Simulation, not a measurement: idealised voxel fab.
Herein follows the process module entitled voxel gate over fins.
Xsec cut, 165 nm wide, square cell size 5 nm.
The cross-sections in this document take the form of a grid made of square cells. They are written out as bands, in order from top to bottom. Each band consists of one or more rows of cells. Within each band entry, the heights of the top and of the bottom of the band appear first, in that order and in nm; the materials of the band then follow from left to right, each with its corresponding width in nm. The designation "all across" on a single material indicates that it fills the band from edge to edge; the designation "air" indicates empty space. Height is counted from the level 0, under which the received wafer is composed throughout of one material. The lowest of the bands is not closed at the bottom but continues downward, in the notation "0 down". Width "30..40": first value at the band's top row of cells, second value at its bottom row, equal change from row to row. The designation "no modification", where it is given for a processing step, indicates that no cell of the cross-section was altered in the course of that step. The label "Closed cavities" introduces a list of the empty spaces, 8 cells or larger, that have no open way up to the top; each entry in it reads width x height at distance, where the distance is taken from the left edge and all three are stated in nm. Formally, on a step line, whatever follows the settings is a remark that the simulator itself makes on the step. What "overlay nm" on a step's line means: if the step has a mask, that mask lay this far to the right of its planned place, or, when the value is negative, to the left.
# Process steps (planned)
1) RECEIVE,material Si
2) CONFORMAL_DEP,material SiN,thk nm 5
3) MASKED_ETCH,tone cover,mask id FINS,width nm 15,pitch nm 55,etch materials SiN,depth nm 5,overlay nm 0
4) MASKED_ETCH,tone cover,mask id FINS,width nm 15,pitch nm 55,etch materials Si,depth nm 40,overlay nm 0
5) OXIDIZE,depth nm 5
6) FILL_DEP,material SiO2,thk nm 15
7) CMP,height nm 5
8) PATTERN,tone open,mask id RAIL,material resist,width nm 15,thk nm 15,overlay nm 0
9) DIRECTIONAL_ETCH,etch materials SiO2,depth nm 40
10) STRIP,etch materials resist
11) CONFORMAL_DEP,material TiN,thk nm 5
12) FILL_DEP,material W,thk nm 5
13) CMP,height nm 5
14) SELECTIVE_ETCH,etch materials W Ru TiN,depth nm 25
15) FILL_DEP,material SiO2,thk nm 5
16) CMP,height nm 5
17) SELECTIVE_ETCH,etch materials SiO2,depth nm 15
18) STRIP,etch materials SiN
19) CONFORMAL_DEP,material HfO2,thk nm 5
20) CONFORMAL_DEP,material TiN,thk nm 5
21) CONFORMAL_DEP,material TiAl,thk nm 5
22) CONFORMAL_DEP,material TiN,thk nm 5
23) FILL_DEP,material W,thk nm 15
24) CMP,height nm 30
25) CONFORMAL_DEP,material SiN,thk nm 5
# This is the cross-section of the wafer as we received it, i.e. after step 1
  0 down = Si all across
  Closed cavities: none
# Post-module cross-section: identical start and plan to those above, one misstep in execution
  35 to 30 = SiN all across
  30 to 20 = W all across
  20 to 15 = W: 30, then TiAl: 45, then W: 10, then TiAl: 45, then W: 35
  15 to 10 = W: 30, then TiAl: 5, then TiN: 35, then TiAl: 5, then W: 10, then TiAl: 5, then TiN: 35, then TiAl: 5, then W: 35
  10 to 5 = TiAl: 35, then TiN: 35, then TiAl: 20, then TiN: 35, then TiAl: 40
  5 to 0 = TiN: 45, then HfO2: 15, then TiN: 40, then HfO2: 15, then TiN: 50
  0 to -5 = TiN: 45, then HfO2: 5, then Si: 5, then HfO2: 5, then TiN: 40, then HfO2: 5, then Si: 5, then HfO2: 5, then TiN: 50
  -5 to -10 = HfO2: 50, then Si: 5, then HfO2: 50, then Si: 5, then HfO2: 55
  -10 to -20 = SiO2: 50, then Si: 5, then SiO2: 50, then Si: 5, then SiO2: 55
  -20 to -30 = SiO2: 50, then Si: 5, then SiO2: 15, then TiN: 5, then W: 5, then TiN: 5, then SiO2: 20, then Si: 5, then SiO2: 55
  -30 to -35 = SiO2: 50, then Si: 5, then SiO2: 15, then TiN: 15, then SiO2: 20, then Si: 5, then SiO2: 55
  -35 to -45 = SiO2: 50, then Si: 5, then SiO2: 50, then Si: 5, then SiO2: 55
  -45 down = Si all across
  Closed cavities: none
Processing error: deviation from plan: step 22 and step 21 executed in one another's positions
